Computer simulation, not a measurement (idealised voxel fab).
This is a process module. Its name is voxel released beams.
cross-section cut | 190 nm wide | cells 5 nm
Heads up, the way a cross-section reads in here is a grid of square cells, handed over as bands from the top down, with every band being one or more rows of cells.
Quick guide to a band line: top height, bottom height (nm) up front; then every material left to right with its width in nm. Only one material and it's marked "full width"? Then it fills the band edge to edge. And "blank" just means empty space.
Heads up on the height convention: 0 is the point under which the incoming wafer is all one material, and the lowest band has no bottom, it just keeps going down, like "0 down".
A two-number width, for instance "30 to 40", indicates that the width is equal to the first number in the top row of the band and to the second number in the bottom row, and that it changes by a constant amount per row of cells.
"no change" for a step: no cell of the cross-section changed in that step.
The label "Sealed void listing" introduces a list of the empty spaces, 8 cells or larger, that have no open way up to the top; each entry in it reads width x height at distance, where the distance is taken from the left edge and all three are stated in nm.
The remark found on a step's line after its settings is issued by the simulator itself and pertains to that step.
The line of a step may include "overlay nm". On a step with a mask, this value is how far to the right of its planned place the mask lay. A negative value means the mask lay to the left.

The process steps that were planned are listed below
1,op RECEIVE | material Si
2,op CONFORMAL_DEP | material SiN | thk nm 5
3,op DIRECTIONAL_DEP | material SiO2 | thk nm 20
4,op PATTERN | tone open | mask id ANCHOR | material resist | width nm 35 | thk nm 15 | overlay nm 0
5,op DIRECTIONAL_ETCH | etch materials SiO2 | depth nm 20
6,op STRIP | etch materials resist
7,op CONFORMAL_DEP | material W | thk nm 10
8,op PATTERN | tone cover | mask id BEAM | material resist | width nm 120 | thk nm 15 | overlay nm 0
9,op DIRECTIONAL_ETCH | etch materials W | depth nm 10
10,op STRIP | etch materials resist
11,op STRIP | etch materials SiO2

Incoming wafer, cross-sectional view, post step 1
- 0 down = Si full width
- Sealed void listing: none

What the wafer looks like in cross-section after this module, when it starts as shown above and follows the plan above but one mistake is made in running it
- 35 to 25 = 35 nm blank | 10 nm W | 15 nm blank | 90 nm W | 40 nm blank
- 25 to 15 = 35 nm blank | 10 nm W | 15 nm blank | 10 nm W | 120 nm blank
- 15 to 5 = 35 nm blank | 35 nm W | 120 nm blank
- 5 to 0 = SiN full width
- 0 down = Si full width
- Sealed void listing: none
Short version of what went wrong: contrary to plan, step 8 was performed as op PATTERN | tone cover | mask id BEAM | material resist | width nm 115 | thk nm 15 | overlay nm 0
